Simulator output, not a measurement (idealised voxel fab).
Process module name: voxel ribs on slabs
275 nm wide, 5 nm square cells: that's cross-section cut.
How to read a cross-section here: the picture is a grid of square cells, written as bands going from the top down, and any band can span one or more rows of cells. The entry gives the band's vertical extent as a top height and a bottom height in nm, then its horizontal make-up as materials from left to right, each with a width in nm. "air" stands for empty space; a single material marked "everywhere" fills the band edge to edge. Ref level 0: as-received wafer is one material below here. Bottom band extends down with no lower bound ("0..down"). The width entry "30..40" should be interpreted row by row: the top row of cells in the band takes the first number, the bottom row takes the second number, and the change between adjacent rows is uniform throughout. "changes: none", as given for a step, is the statement that not any cell of the cross-section underwent a change during that step. "Enclosed internal voids" enumerates empty spaces isolated from the top, with no open way to it, that contain at least 8 cells, giving each as width x height at distance from the left edge, all three in nm. What comes after the settings on a step's line is commentary from the simulator itself on that step. Among the settings permitted on a step's line is "overlay nm"; applied to a step with a mask, it specifies the extent to which the mask lay to the right of its planned position, whereas a negative figure signifies a position to the left.

# The steps planned for the process are as follows
1) RECEIVE with material Si
2) DIRECTIONAL_DEP with material SiO2, thk nm 25
3) DIRECTIONAL_DEP with material SiN, thk nm 25
4) PATTERN with tone cover, mask id RIB, material resist, width nm 25, thk nm 15, overlay nm 0
5) DIRECTIONAL_ETCH with etch materials SiN, depth nm 20
6) STRIP with etch materials resist
7) MASKED_ETCH with tone cover, mask id SLAB, width nm 85, etch materials SiN, depth nm 5, overlay nm 0
8) FILL_DEP with material SiO2, thk nm 25
9) CMP with height nm 70
10) DIRECTIONAL_DEP with material W, thk nm 5
11) MASKED_ETCH with tone cover, mask id HEATER, width nm 35, etch materials W, depth nm 5, overlay nm 0
12) CONFORMAL_DEP with material SiO2, thk nm 10

# As-received wafer cross-section (after step 1)
    0..down  Si everywhere
    Enclosed internal voids: none

# The first of the two wafers as seen in cross-section once the module was finished; processing followed the plan
    85..80  air=110, SiO2=55, air=110
    80..75  SiO2 everywhere
    75..70  SiO2=120, W=35, SiO2=120
    70..50  SiO2 everywhere
    50..30  SiO2=125, SiN=25, SiO2=125
    30..25  SiO2=95, SiN=85, SiO2=95
    25..0  SiO2 everywhere
    0..down  Si everywhere
    Enclosed internal voids: none

# Cross-section, second wafer: same start as the first, same plan as the first, one mistake in running it; taken at the end of the module
    75..70  air=120, W=35, air=120
    70..50  SiO2 everywhere
    50..30  SiO2=125, SiN=25, SiO2=125
    30..25  SiO2=95, SiN=85, SiO2=95
    25..0  SiO2 everywhere
    0..down  Si everywhere
    Enclosed internal voids: none
Here's what went sideways: step 12 of the plan never got run, it was skipped over
Once processing is complete, comparing cell counts shows that the second wafer has more or fewer of certain materials than the first: SiO2: 114 fewer
